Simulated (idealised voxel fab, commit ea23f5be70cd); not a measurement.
Herein follows the process module entitled voxel self aligned vias.
Xsec cut, 265 nm wide, square cell size 5 nm.
For the purposes of this document, a cross-section shall be understood as a grid of square cells, specified as bands listed in top-to-bottom order, each band consisting of one or more rows of cells.
The band entry comprises the height of the band's top followed by the height of its bottom, expressed in nm, and subsequently the band's materials from left to right, each stated together with its width in nm. Where a single material is marked with the word "full width", that material fills the band from edge to edge. The word "empty" represents empty space.
Convention: height 0 is the level below which the wafer, as received, is all one material. The lowest band does not terminate at the bottom but continues downward, represented as "z 0 and below".
The notation "30->40" denotes a width that varies across the rows of cells in the band, beginning at the first number in the top row, finishing at the second number in the bottom row, and changing by an identical amount from each row to the next.
"stayed the same", as given for a step, is the statement that not any cell of the cross-section underwent a change during that step.
Any empty space of 8 cells or more lacking an open way to the top shows up in "Closed void inventory" as width x height at distance, distance from the left edge, in nm.
Where a step's line continues beyond its settings, the continuation is a remark by the simulator itself on that step.
overlay nm, on a step with a mask: how far to the right of its planned place the mask lay; to the left if negative

[The process steps that were planned are listed below]
| 1 | op RECEIVE | material Si |
| 2 | op CONFORMAL_DEP | material SiO2 | thk nm 15 |
| 3 | op CONFORMAL_DEP | material SiCN | thk nm 5 |
| 4 | op DIRECTIONAL_DEP | material lowk | thk nm 30 |
| 5 | op PATTERN | tone open | mask id LINES | material resist | width nm 20 | pitch nm 65 | thk nm 20 | overlay nm 0 |
| 6 | op DIRECTIONAL_ETCH | etch materials lowk | depth nm 30 |
| 7 | op STRIP | etch materials resist |
| 8 | op CONFORMAL_DEP | material TiN | thk nm 5 |
| 9 | op FILL_DEP | material W | thk nm 5 |
| 10 | op CMP | height nm 50 |
| 11 | op SELECTIVE_ETCH | etch materials W Ru TiN | depth nm 5 |
| 12 | op FILL_DEP | material SiN | thk nm 10 |
| 13 | op CMP | height nm 50 |
| 14 | op DIRECTIONAL_DEP | material lowk | thk nm 20 |
| 15 | op DIRECTIONAL_DEP | material aC | thk nm 10 |
| 16 | op PATTERN | tone open | mask id VIAS | material resist | width nm 40 | pitch nm 65 | thk nm 30 | overlay nm 0 |
| 17 | op DIRECTIONAL_ETCH | etch materials aC | depth nm 10 |
| 18 | op STRIP | etch materials resist |
| 19 | op DIRECTIONAL_ETCH | etch materials lowk | depth nm 20 |
| 20 | op DIRECTIONAL_ETCH | etch materials SiN | depth nm 5 |
| 21 | op STRIP | etch materials aC |
| 22 | op CONFORMAL_DEP | material TiN | thk nm 5 |
| 23 | op FILL_DEP | material W | thk nm 5 |
| 24 | op CMP | height nm 70 |
| 25 | op CONFORMAL_DEP | material SiCN | thk nm 5 |

[First out of two wafers; run went to plan]

[Wafer as received: cross-section following step 1]
z 0 and below | Si full width
Closed void inventory: none

[Cross-section through the wafer, step 2 finished]
z 15 to 0 | SiO2 full width
Lower than 0, everything is as it was.

[Cross-section through the wafer, step 3 finished]
z 20 to 15 | SiCN full width
Lower than 15, everything is as it was.

[Cross-section through the wafer, step 4 finished]
z 50 to 20 | lowk full width
Lower than 20, everything is as it was.

[Cross-section through the wafer, step 5 finished]
z 70 to 50 | 90 nm resist, then 20 nm empty, then 45 nm resist, then 20 nm empty, then 90 nm resist
Lower than 50, everything is as it was.

[Cross-section through the wafer, step 6 finished]
z 70 to 50 | 90 nm resist, then 20 nm empty, then 45 nm resist, then 20 nm empty, then 90 nm resist
z 50 to 20 | 90 nm lowk, then 20 nm empty, then 45 nm lowk, then 20 nm empty, then 90 nm lowk
Lower than 20, everything is as it was.

[Cross-section through the wafer, step 7 finished]
z 50 to 20 | 90 nm lowk, then 20 nm empty, then 45 nm lowk, then 20 nm empty, then 90 nm lowk
Lower than 20, everything is as it was.

[Cross-section through the wafer, step 8 finished]
z 55 to 50 | 95 nm TiN, then 10 nm empty, then 55 nm TiN, then 10 nm empty, then 95 nm TiN
z 50 to 25 | 90 nm lowk, then 5 nm TiN, then 10 nm empty, then 5 nm TiN, then 45 nm lowk, then 5 nm TiN, then 10 nm empty, then 5 nm TiN, then 90 nm lowk
z 25 to 20 | 90 nm lowk, then 20 nm TiN, then 45 nm lowk, then 20 nm TiN, then 90 nm lowk
Lower than 20, everything is as it was.

[Cross-section through the wafer, step 9 finished]
z 60 to 55 | W full width
z 55 to 50 | 95 nm TiN, then 10 nm W, then 55 nm TiN, then 10 nm W, then 95 nm TiN
z 50 to 25 | 90 nm lowk, then 5 nm TiN, then 10 nm W, then 5 nm TiN, then 45 nm lowk, then 5 nm TiN, then 10 nm W, then 5 nm TiN, then 90 nm lowk
Lower than 25, everything is as it was.

[Cross-section through the wafer, step 10 finished]
z 50 to 25 | 90 nm lowk, then 5 nm TiN, then 10 nm W, then 5 nm TiN, then 45 nm lowk, then 5 nm TiN, then 10 nm W, then 5 nm TiN, then 90 nm lowk
Lower than 25, everything is as it was.

[Cross-section through the wafer, step 11 finished]
z 50 to 45 | 90 nm lowk, then 20 nm empty, then 45 nm lowk, then 20 nm empty, then 90 nm lowk
Lower than 45, everything is as it was.

[Cross-section through the wafer, step 12 finished]
z 60 to 50 | SiN full width
z 50 to 45 | 90 nm lowk, then 20 nm SiN, then 45 nm lowk, then 20 nm SiN, then 90 nm lowk
Lower than 45, everything is as it was.

[Cross-section through the wafer, step 13 finished]
z 50 to 45 | 90 nm lowk, then 20 nm SiN, then 45 nm lowk, then 20 nm SiN, then 90 nm lowk
Lower than 45, everything is as it was.

[Cross-section through the wafer, step 14 finished]
z 70 to 50 | lowk full width
Lower than 50, everything is as it was.

[Cross-section through the wafer, step 15 finished]
z 80 to 70 | aC full width
Lower than 70, everything is as it was.

[Cross-section through the wafer, step 16 finished]
z 110 to 80 | 80 nm resist, then 40 nm empty, then 25 nm resist, then 40 nm empty, then 80 nm resist
Lower than 80, everything is as it was.

[Cross-section through the wafer, step 17 finished]
z 100 to 80 | 80 nm resist, then 40 nm empty, then 25 nm resist, then 40 nm empty, then 80 nm resist
z 80 to 70 | 80 nm aC, then 40 nm empty, then 25 nm aC, then 40 nm empty, then 80 nm aC
Lower than 70, everything is as it was.

[Cross-section through the wafer, step 18 finished]
z 80 to 70 | 80 nm aC, then 40 nm empty, then 25 nm aC, then 40 nm empty, then 80 nm aC
Lower than 70, everything is as it was.

[Cross-section through the wafer, step 19 finished]
z 80 to 70 | 80 nm aC, then 40 nm empty, then 25 nm aC, then 40 nm empty, then 80 nm aC
z 70 to 50 | 80 nm lowk, then 40 nm empty, then 25 nm lowk, then 40 nm empty, then 80 nm lowk
Lower than 50, everything is as it was.

[Cross-section through the wafer, step 20 finished]
z 80 to 70 | 80 nm aC, then 40 nm empty, then 25 nm aC, then 40 nm empty, then 80 nm aC
z 70 to 50 | 80 nm lowk, then 40 nm empty, then 25 nm lowk, then 40 nm empty, then 80 nm lowk
z 50 to 45 | 90 nm lowk, then 20 nm empty, then 45 nm lowk, then 20 nm empty, then 90 nm lowk
Lower than 45, everything is as it was.

[Cross-section through the wafer, step 21 finished]
z 70 to 50 | 80 nm lowk, then 40 nm empty, then 25 nm lowk, then 40 nm empty, then 80 nm lowk
Lower than 50, everything is as it was.

[Cross-section through the wafer, step 22 finished]
z 75 to 70 | 85 nm TiN, then 30 nm empty, then 35 nm TiN, then 30 nm empty, then 85 nm TiN
z 70 to 55 | 80 nm lowk, then 5 nm TiN, then 30 nm empty, then 5 nm TiN, then 25 nm lowk, then 5 nm TiN, then 30 nm empty, then 5 nm TiN, then 80 nm lowk
z 55 to 50 | 80 nm lowk, then 15 nm TiN, then 10 nm empty, then 15 nm TiN, then 25 nm lowk, then 15 nm TiN, then 10 nm empty, then 15 nm TiN, then 80 nm lowk
z 50 to 45 | 90 nm lowk, then 20 nm TiN, then 45 nm lowk, then 20 nm TiN, then 90 nm lowk
Lower than 45, everything is as it was.

[Cross-section through the wafer, step 23 finished]
z 80 to 75 | W full width
z 75 to 70 | 85 nm TiN, then 30 nm W, then 35 nm TiN, then 30 nm W, then 85 nm TiN
z 70 to 55 | 80 nm lowk, then 5 nm TiN, then 30 nm W, then 5 nm TiN, then 25 nm lowk, then 5 nm TiN, then 30 nm W, then 5 nm TiN, then 80 nm lowk
z 55 to 50 | 80 nm lowk, then 15 nm TiN, then 10 nm W, then 15 nm TiN, then 25 nm lowk, then 15 nm TiN, then 10 nm W, then 15 nm TiN, then 80 nm lowk
Lower than 50, everything is as it was.

[Cross-section through the wafer, step 24 finished]
z 70 to 55 | 80 nm lowk, then 5 nm TiN, then 30 nm W, then 5 nm TiN, then 25 nm lowk, then 5 nm TiN, then 30 nm W, then 5 nm TiN, then 80 nm lowk
Lower than 55, everything is as it was.

[Cross-section through the wafer, step 25 finished]
z 75 to 70 | SiCN full width
Lower than 70, everything is as it was.

[Here the second wafer is described. Its start and its plan were those of the first wafer. Its run contained one mistake. Up to and including step 21, it did exactly what the first wafer did]

[Second wafer, cross-section, planned end of step 22]
z 85 to 70 | 95 nm TiN, then 10 nm empty, then 55 nm TiN, then 10 nm empty, then 95 nm TiN
z 70 to 65 | 80 nm lowk, then 15 nm TiN, then 10 nm empty, then 15 nm TiN, then 25 nm lowk, then 15 nm TiN, then 10 nm empty, then 15 nm TiN, then 80 nm lowk
z 65 to 50 | 80 nm lowk, then 40 nm TiN, then 25 nm lowk, then 40 nm TiN, then 80 nm lowk
z 50 to 45 | 90 nm lowk, then 20 nm TiN, then 45 nm lowk, then 20 nm TiN, then 90 nm lowk
Lower than 45, everything is as it was.

[Second wafer, cross-section, planned end of step 23]
z 90 to 85 | W full width
z 85 to 70 | 95 nm TiN, then 10 nm W, then 55 nm TiN, then 10 nm W, then 95 nm TiN
z 70 to 65 | 80 nm lowk, then 15 nm TiN, then 10 nm W, then 15 nm TiN, then 25 nm lowk, then 15 nm TiN, then 10 nm W, then 15 nm TiN, then 80 nm lowk
Lower than 65, everything is as it was.

[Second wafer, cross-section, planned end of step 24]
z 70 to 65 | 80 nm lowk, then 15 nm TiN, then 10 nm W, then 15 nm TiN, then 25 nm lowk, then 15 nm TiN, then 10 nm W, then 15 nm TiN, then 80 nm lowk
Lower than 65, everything is as it was.

[Second wafer, cross-section, planned end of step 25]
z 75 to 70 | SiCN full width
Lower than 70, everything is as it was.
Short version of what went wrong: not per plan at step 22, really ran op CONFORMAL_DEP | material TiN | thk nm 15
Final cells, second wafer relative to first, materials higher or lower: 36 more of TiN; 36 fewer of W
